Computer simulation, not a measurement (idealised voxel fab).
Title: Process Module voxel capacitor over wiring
Section cut is 300 nm wide and gridded with 5 nm square cells.
When this document writes out a cross-section, it uses a grid of square cells and lists it as bands, beginning at the top and moving down, with a band standing for one or more rows of cells.
Per band: top height and bottom height in nm, followed by the left-to-right materials and their widths in nm; "edge to edge" marks a single material spanning edge to edge, "air" marks empty space.
Zero point of the height axis is 0; under it, received wafer = one material. Lowest band: continues down indefinitely, "0 and below".
The two numbers in a width such as "30..40" mark its ends across the band: the first belongs to the top row of cells, the second to the bottom row, and from each row to the next the width moves by the same amount.
A step reported as "nothing altered" is a step in which no cell of the cross-section changed.
Heads up: "Voids, fully enclosed" only lists the empty pockets with no open path to the top that are 8 cells or more, and it writes them as width x height at distance, distance from the left edge, in nm.
Formally, on a step line, whatever follows the settings is a remark that the simulator itself makes on the step.
overlay nm: for a step with a mask, the amount by which the mask lay right of where it was planned; a negative amount means left of it.
Listed below are the process steps as planned
1: RECEIVE | material Si
2: CONFORMAL_DEP | material SiO2 | thk nm 10
3: CONFORMAL_DEP | material SiN | thk nm 5
4: DIRECTIONAL_DEP | material SiO2 | thk nm 15
5: PATTERN | tone open | mask id METAL_1 | material resist | width nm 25 | pitch nm 90 | thk nm 20 | overlay nm 0
6: DIRECTIONAL_ETCH | etch materials SiO2 | depth nm 15
7: DIRECTIONAL_ETCH | etch materials SiN | depth nm 5
8: STRIP | etch materials resist
9: CONFORMAL_DEP | material TiN | thk nm 5
10: FILL_DEP | material Cu | thk nm 5
11: CMP | height nm 30
12: CONFORMAL_DEP | material SiCN | thk nm 5
13: DIRECTIONAL_DEP | material lowk | thk nm 10
14: MASKED_ETCH | tone open | mask id PLUG_1 | width nm 15 | etch materials lowk | depth nm 10 | overlay nm 0
15: MASKED_ETCH | tone open | mask id PLUG_1 | width nm 15 | etch materials SiCN | depth nm 5 | overlay nm 0
16: EPI | material Ru | thk nm 10
17: EPI | material Ru | thk nm 5
18: DIRECTIONAL_DEP | material TiN | thk nm 5
19: DIRECTIONAL_DEP | material HfO2 | thk nm 5
20: DIRECTIONAL_DEP | material TiN | thk nm 5
21: PATTERN | tone cover | mask id UPPER_PLATE | material resist | width nm 70 | thk nm 15 | overlay nm 0
22: DIRECTIONAL_ETCH | etch materials TiN | depth nm 5
23: DIRECTIONAL_ETCH | etch materials HfO2 | depth nm 5
24: STRIP | etch materials resist
25: MASKED_ETCH | tone cover | mask id LOWER_PLATE | width nm 80 | etch materials TiN | depth nm 5 | overlay nm 0
26: FILL_DEP | material SiO2 | thk nm 20
27: CMP | height nm 75
28: MASKED_ETCH | tone open | mask id PLUG_2 | width nm 15 | etch materials SiO2 | depth nm 15 | overlay nm 0
29: CONFORMAL_DEP | material TiN | thk nm 5
30: FILL_DEP | material Cu | thk nm 5
31: CMP | height nm 75
32: CONFORMAL_DEP | material SiN | thk nm 5
The first wafer of two, processed as planned
Cross-section of the incoming wafer, state after step 1
	0 and below = Si edge to edge
	Voids, fully enclosed: none
After step 2: wafer cross-section
	10 down to 0 = SiO2 edge to edge
	Below a height of 0, the structure has not been altered.
After step 3: wafer cross-section
	15 down to 10 = SiN edge to edge
	Below a height of 10, the structure has not been altered.
After step 4: wafer cross-section
	30 down to 15 = SiO2 edge to edge
	Below a height of 15, the structure has not been altered.
After step 5: wafer cross-section
	50 down to 30 = 90 nm resist | 25 nm air | 65 nm resist | 25 nm air | 95 nm resist
	Below a height of 30, the structure has not been altered.
After step 6: wafer cross-section
	50 down to 30 = 90 nm resist | 25 nm air | 65 nm resist | 25 nm air | 95 nm resist
	30 down to 15 = 90 nm SiO2 | 25 nm air | 65 nm SiO2 | 25 nm air | 95 nm SiO2
	Below a height of 15, the structure has not been altered.
After step 7: wafer cross-section
	50 down to 30 = 90 nm resist | 25 nm air | 65 nm resist | 25 nm air | 95 nm resist
	30 down to 15 = 90 nm SiO2 | 25 nm air | 65 nm SiO2 | 25 nm air | 95 nm SiO2
	15 down to 10 = 90 nm SiN | 25 nm air | 65 nm SiN | 25 nm air | 95 nm SiN
	Below a height of 10, the structure has not been altered.
After step 8: wafer cross-section
	30 down to 15 = 90 nm SiO2 | 25 nm air | 65 nm SiO2 | 25 nm air | 95 nm SiO2
	Below a height of 15, the structure has not been altered.
After step 9: wafer cross-section
	35 down to 30 = 95 nm TiN | 15 nm air | 75 nm TiN | 15 nm air | 100 nm TiN
	30 down to 15 = 90 nm SiO2 | 5 nm TiN | 15 nm air | 5 nm TiN | 65 nm SiO2 | 5 nm TiN | 15 nm air | 5 nm TiN | 95 nm SiO2
	15 down to 10 = 90 nm SiN | 25 nm TiN | 65 nm SiN | 25 nm TiN | 95 nm SiN
	Below a height of 10, the structure has not been altered.
After step 10: wafer cross-section
	40 down to 35 = Cu edge to edge
	35 down to 30 = 95 nm TiN | 15 nm Cu | 75 nm TiN | 15 nm Cu | 100 nm TiN
	30 down to 15 = 90 nm SiO2 | 5 nm TiN | 15 nm Cu | 5 nm TiN | 65 nm SiO2 | 5 nm TiN | 15 nm Cu | 5 nm TiN | 95 nm SiO2
	Below a height of 15, the structure has not been altered.
After step 11: wafer cross-section
	30 down to 15 = 90 nm SiO2 | 5 nm TiN | 15 nm Cu | 5 nm TiN | 65 nm SiO2 | 5 nm TiN | 15 nm Cu | 5 nm TiN | 95 nm SiO2
	Below a height of 15, the structure has not been altered.
After step 12: wafer cross-section
	35 down to 30 = SiCN edge to edge
	Below a height of 30, the structure has not been altered.
After step 13: wafer cross-section
	45 down to 35 = lowk edge to edge
	Below a height of 35, the structure has not been altered.
After step 14: wafer cross-section
	45 down to 35 = 100 nm lowk | 15 nm air | 185 nm lowk
	Below a height of 35, the structure has not been altered.
After step 15: wafer cross-section
	45 down to 35 = 100 nm lowk | 15 nm air | 185 nm lowk
	35 down to 30 = 100 nm SiCN | 15 nm air | 185 nm SiCN
	Below a height of 30, the structure has not been altered.
After step 16: wafer cross-section
	45 down to 40 = 100 nm lowk | 15 nm air | 185 nm lowk
	40 down to 35 = 100 nm lowk | 15 nm Ru | 185 nm lowk
	35 down to 30 = 100 nm SiCN | 15 nm Ru | 185 nm SiCN
	Below a height of 30, the structure has not been altered.
After step 17: wafer cross-section
	45 down to 35 = 100 nm lowk | 15 nm Ru | 185 nm lowk
	Below a height of 35, the structure has not been altered.
After step 18: wafer cross-section
	50 down to 45 = TiN edge to edge
	Below a height of 45, the structure has not been altered.
After step 19: wafer cross-section
	55 down to 50 = HfO2 edge to edge
	Below a height of 50, the structure has not been altered.
After step 20: wafer cross-section
	60 down to 55 = TiN edge to edge
	Below a height of 55, the structure has not been altered.
After step 21: wafer cross-section
	75 down to 60 = 100 nm air | 70 nm resist | 130 nm air
	Below a height of 60, the structure has not been altered.
After step 22: wafer cross-section
	75 down to 60 = 100 nm air | 70 nm resist | 130 nm air
	60 down to 55 = 100 nm air | 70 nm TiN | 130 nm air
	Below a height of 55, the structure has not been altered.
After step 23: wafer cross-section
	75 down to 60 = 100 nm air | 70 nm resist | 130 nm air
	60 down to 55 = 100 nm air | 70 nm TiN | 130 nm air
	55 down to 50 = 100 nm air | 70 nm HfO2 | 130 nm air
	Below a height of 50, the structure has not been altered.
After step 24: wafer cross-section
	60 down to 55 = 100 nm air | 70 nm TiN | 130 nm air
	Below a height of 55, the structure has not been altered.
After step 25: wafer cross-section
	60 down to 55 = 100 nm air | 70 nm TiN | 130 nm air
	55 down to 50 = 100 nm air | 70 nm HfO2 | 130 nm air
	50 down to 45 = 95 nm air | 80 nm TiN | 125 nm air
	Below a height of 45, the structure has not been altered.
After step 26: wafer cross-section
	80 down to 60 = SiO2 edge to edge
	60 down to 55 = 100 nm SiO2 | 70 nm TiN | 130 nm SiO2
	55 down to 50 = 100 nm SiO2 | 70 nm HfO2 | 130 nm SiO2
	50 down to 45 = 95 nm SiO2 | 80 nm TiN | 125 nm SiO2
	Below a height of 45, the structure has not been altered.
After step 27: wafer cross-section
	75 down to 60 = SiO2 edge to edge
	Below a height of 60, the structure has not been altered.
After step 28: wafer cross-section
	75 down to 60 = 110 nm SiO2 | 15 nm air | 175 nm SiO2
	Below a height of 60, the structure has not been altered.
After step 29: wafer cross-section
	80 down to 75 = 115 nm TiN | 5 nm air | 180 nm TiN
	75 down to 65 = 110 nm SiO2 | 5 nm TiN | 5 nm air | 5 nm TiN | 175 nm SiO2
	65 down to 55 = 110..100 nm SiO2 | 15..70 nm TiN | 175..130 nm SiO2
	Below a height of 55, the structure has not been altered.
After step 30: wafer cross-section
	85 down to 80 = Cu edge to edge
	80 down to 75 = 115 nm TiN | 5 nm Cu | 180 nm TiN
	75 down to 65 = 110 nm SiO2 | 5 nm TiN | 5 nm Cu | 5 nm TiN | 175 nm SiO2
	Below a height of 65, the structure has not been altered.
After step 31: wafer cross-section
	75 down to 65 = 110 nm SiO2 | 5 nm TiN | 5 nm Cu | 5 nm TiN | 175 nm SiO2
	Below a height of 65, the structure has not been altered.
After step 32: wafer cross-section
	80 down to 75 = SiN edge to edge
	Below a height of 75, the structure has not been altered.
The second wafer was prepared from the same starting point and under the same plan as the first; its processing contained one mistake, and it remains indistinguishable from the first wafer up to and including step 12
Second wafer profile in section, at the moment step 13 of the plan was meant to be complete: nothing altered
Second wafer profile in section, at the moment step 14 of the plan was meant to be complete: nothing altered
Second wafer profile in section, at the moment step 15 of the plan was meant to be complete
	35 down to 30 = 100 nm SiCN | 15 nm air | 185 nm SiCN
	Below a height of 30, the structure has not been altered.
Second wafer profile in section, at the moment step 16 of the plan was meant to be complete
	40 down to 35 = 95 nm air | 25 nm Ru | 180 nm air
	35 down to 30 = 100 nm SiCN | 15 nm Ru | 185 nm SiCN
	Below a height of 30, the structure has not been altered.
Second wafer profile in section, at the moment step 17 of the plan was meant to be complete
	45 down to 35 = 90 nm air | 35 nm Ru | 175 nm air
	Below a height of 35, the structure has not been altered.
Second wafer profile in section, at the moment step 18 of the plan was meant to be complete
	50 down to 45 = 90 nm air | 35 nm TiN | 175 nm air
	45 down to 40 = 90 nm air | 35 nm Ru | 175 nm air
	40 down to 35 = 90 nm TiN | 35 nm Ru | 175 nm TiN
	Below a height of 35, the structure has not been altered.
Second wafer profile in section, at the moment step 19 of the plan was meant to be complete
	55 down to 50 = 90 nm air | 35 nm HfO2 | 175 nm air
	50 down to 45 = 90 nm air | 35 nm TiN | 175 nm air
	45 down to 40 = 90 nm HfO2 | 35 nm Ru | 175 nm HfO2
	Below a height of 40, the structure has not been altered.
Second wafer profile in section, at the moment step 20 of the plan was meant to be complete
	60 down to 55 = 90 nm air | 35 nm TiN | 175 nm air
	55 down to 50 = 90 nm air | 35 nm HfO2 | 175 nm air
	50 down to 45 = TiN edge to edge
	Below a height of 45, the structure has not been altered.
Second wafer profile in section, at the moment step 21 of the plan was meant to be complete
	75 down to 60 = 100 nm air | 70 nm resist | 130 nm air
	60 down to 55 = 90 nm air | 35 nm TiN | 45 nm resist | 130 nm air
	55 down to 50 = 90 nm air | 35 nm HfO2 | 45 nm resist | 130 nm air
	Below a height of 50, the structure has not been altered.
Second wafer profile in section, at the moment step 22 of the plan was meant to be complete
	75 down to 60 = 100 nm air | 70 nm resist | 130 nm air
	60 down to 55 = 100 nm air | 25 nm TiN | 45 nm resist | 130 nm air
	55 down to 50 = 90 nm air | 35 nm HfO2 | 45 nm resist | 130 nm air
	50 down to 45 = 90 nm air | 80 nm TiN | 130 nm air
	Below a height of 45, the structure has not been altered.
Second wafer profile in section, at the moment step 23 of the plan was meant to be complete
	75 down to 60 = 100 nm air | 70 nm resist | 130 nm air
	60 down to 55 = 100 nm air | 25 nm TiN | 45 nm resist | 130 nm air
	55 down to 50 = 100 nm air | 25 nm HfO2 | 45 nm resist | 130 nm air
	50 down to 45 = 90 nm air | 80 nm TiN | 130 nm air
	45 down to 40 = 90 nm air | 35 nm Ru | 45 nm HfO2 | 130 nm air
	Below a height of 40, the structure has not been altered.
Second wafer profile in section, at the moment step 24 of the plan was meant to be complete
	60 down to 55 = 100 nm air | 25 nm TiN | 175 nm air
	55 down to 50 = 100 nm air | 25 nm HfO2 | 175 nm air
	Below a height of 50, the structure has not been altered.
Second wafer profile in section, at the moment step 25 of the plan was meant to be complete
	60 down to 55 = 100 nm air | 25 nm TiN | 175 nm air
	55 down to 50 = 100 nm air | 25 nm HfO2 | 175 nm air
	50 down to 45 = 95 nm air | 75 nm TiN | 130 nm air
	45 down to 40 = 90 nm air | 35 nm Ru | 45 nm HfO2 | 130 nm air
	40 down to 35 = 90 nm air | 35 nm Ru | 50 nm TiN | 125 nm air
	Below a height of 35, the structure has not been altered.
Second wafer profile in section, at the moment step 26 of the plan was meant to be complete
	80 down to 60 = SiO2 edge to edge
	60 down to 55 = 100 nm SiO2 | 25 nm TiN | 175 nm SiO2
	55 down to 50 = 100 nm SiO2 | 25 nm HfO2 | 175 nm SiO2
	50 down to 45 = 95 nm SiO2 | 75 nm TiN | 130 nm SiO2
	45 down to 40 = 90 nm SiO2 | 35 nm Ru | 45 nm HfO2 | 130 nm SiO2
	40 down to 35 = 90 nm SiO2 | 35 nm Ru | 50 nm TiN | 125 nm SiO2
	Below a height of 35, the structure has not been altered.
Second wafer profile in section, at the moment step 27 of the plan was meant to be complete
	75 down to 60 = SiO2 edge to edge
	Below a height of 60, the structure has not been altered.
Second wafer profile in section, at the moment step 28 of the plan was meant to be complete
	75 down to 60 = 110 nm SiO2 | 15 nm air | 175 nm SiO2
	Below a height of 60, the structure has not been altered.
Second wafer profile in section, at the moment step 29 of the plan was meant to be complete
	80 down to 75 = 115 nm TiN | 5 nm air | 180 nm TiN
	75 down to 65 = 110 nm SiO2 | 5 nm TiN | 5 nm air | 5 nm TiN | 175 nm SiO2
	65 down to 55 = 110..100 nm SiO2 | 15..25 nm TiN | 175 nm SiO2
	Below a height of 55, the structure has not been altered.
Second wafer profile in section, at the moment step 30 of the plan was meant to be complete
	85 down to 80 = Cu edge to edge
	80 down to 75 = 115 nm TiN | 5 nm Cu | 180 nm TiN
	75 down to 65 = 110 nm SiO2 | 5 nm TiN | 5 nm Cu | 5 nm TiN | 175 nm SiO2
	Below a height of 65, the structure has not been altered.
Second wafer profile in section, at the moment step 31 of the plan was meant to be complete
	75 down to 65 = 110 nm SiO2 | 5 nm TiN | 5 nm Cu | 5 nm TiN | 175 nm SiO2
	Below a height of 65, the structure has not been altered.
Second wafer profile in section, at the moment step 32 of the plan was meant to be complete
	80 down to 75 = SiN edge to edge
	Below a height of 75, the structure has not been altered.
Run error: step 13 of the plan was jumped over and never run
Counted in cells at the end, the second wafer holds more or fewer of these materials than the first: Ru +8 | SiO2 +106 | lowk -114
